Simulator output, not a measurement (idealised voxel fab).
The document below concerns the process module designated voxel released beams.
The width of the displayed cross-section, cut, is 185 nm; its cells are square, with a size of 5 nm.
For the purposes of this document, a cross-section shall be understood as a grid of square cells, specified as bands listed in top-to-bottom order, each band consisting of one or more rows of cells.
First you get the band's top height and its bottom height, in nm, and then the materials it's made of, left to right, with each width in nm. If you see a single material with "everywhere", that one covers the band edge to edge. "empty" is empty space.
Ref level 0: as-received wafer is one material below here. Bottom band extends down with no lower bound ("0 nm and below").
The width entry "30->40" should be interpreted row by row: the top row of cells in the band takes the first number, the bottom row takes the second number, and the change between adjacent rows is uniform throughout.
The designation "nothing changed", where it is given for a processing step, indicates that no cell of the cross-section was altered in the course of that step.
In "Closed cavity list" the enclosed voids are listed, meaning empty spaces of 8 cells or larger without any opening to the top. The form is width x height at distance, distance from the left edge, units nm.
That trailing text on a step's line, after the settings, is the simulator's own remark on the step.
overlay nm, on a step with a mask: how far to the right of its planned place the mask lay; to the left if negative
**Intended process steps**
- 1: RECEIVE with material Si
- 2: CONFORMAL_DEP with material SiN, thk nm 5
- 3: DIRECTIONAL_DEP with material SiO2, thk nm 5
- 4: MASKED_ETCH with tone open, mask id ANCHOR, width nm 30, etch materials SiO2, depth nm 15, overlay nm 0
- 5: CONFORMAL_DEP with material TiN, thk nm 10
- 6: PATTERN with tone cover, mask id BEAM, material resist, width nm 105, thk nm 20, overlay nm 0
- 7: DIRECTIONAL_ETCH with etch materials TiN, depth nm 10
- 8: STRIP with etch materials resist
- 9: STRIP with etch materials SiO2
Quick note for whoever runs this: the wafers start identical, but the thk nm at step 3 isn't the same across them. The plan just shows what the first wafer had.
**Cross-section: the first of several wafers in its as-received state, i.e. following step 1**
- 0 nm and below | Si everywhere
- Closed cavity list: none
**End-of-module cross-section, first of several wafers, after last step 9**
- 20 nm to 15 nm | empty 35 nm  TiN 15 nm  empty 10 nm  TiN 80 nm  empty 45 nm
- 15 nm to 5 nm | empty 35->40 nm  TiN 105->30 nm  empty 45->115 nm
- 5 nm to 0 nm | SiN everywhere
- 0 nm and below | Si everywhere
- Closed cavity list: none
**Showing the last wafer in cross-section at the end of the module**
- 5 nm to 0 nm | SiN everywhere
- 0 nm and below | Si everywhere
- Closed cavity list: none
**Per wafer, end of module: cells gained (+) or lost (-) per material since receipt, then closed voids**
thk nm 5, +37 SiN, +46 TiN, Closed cavity list: none
thk nm 10, +37 SiN, +50 TiN, Closed cavity list: none
thk nm 15, +37 SiN, +54 TiN, Closed cavity list: none
thk nm 20, +37 SiN, Closed cavity list: none
thk nm 25, +37 SiN, Closed cavity list: none
thk nm 30, +37 SiN, Closed cavity list: none
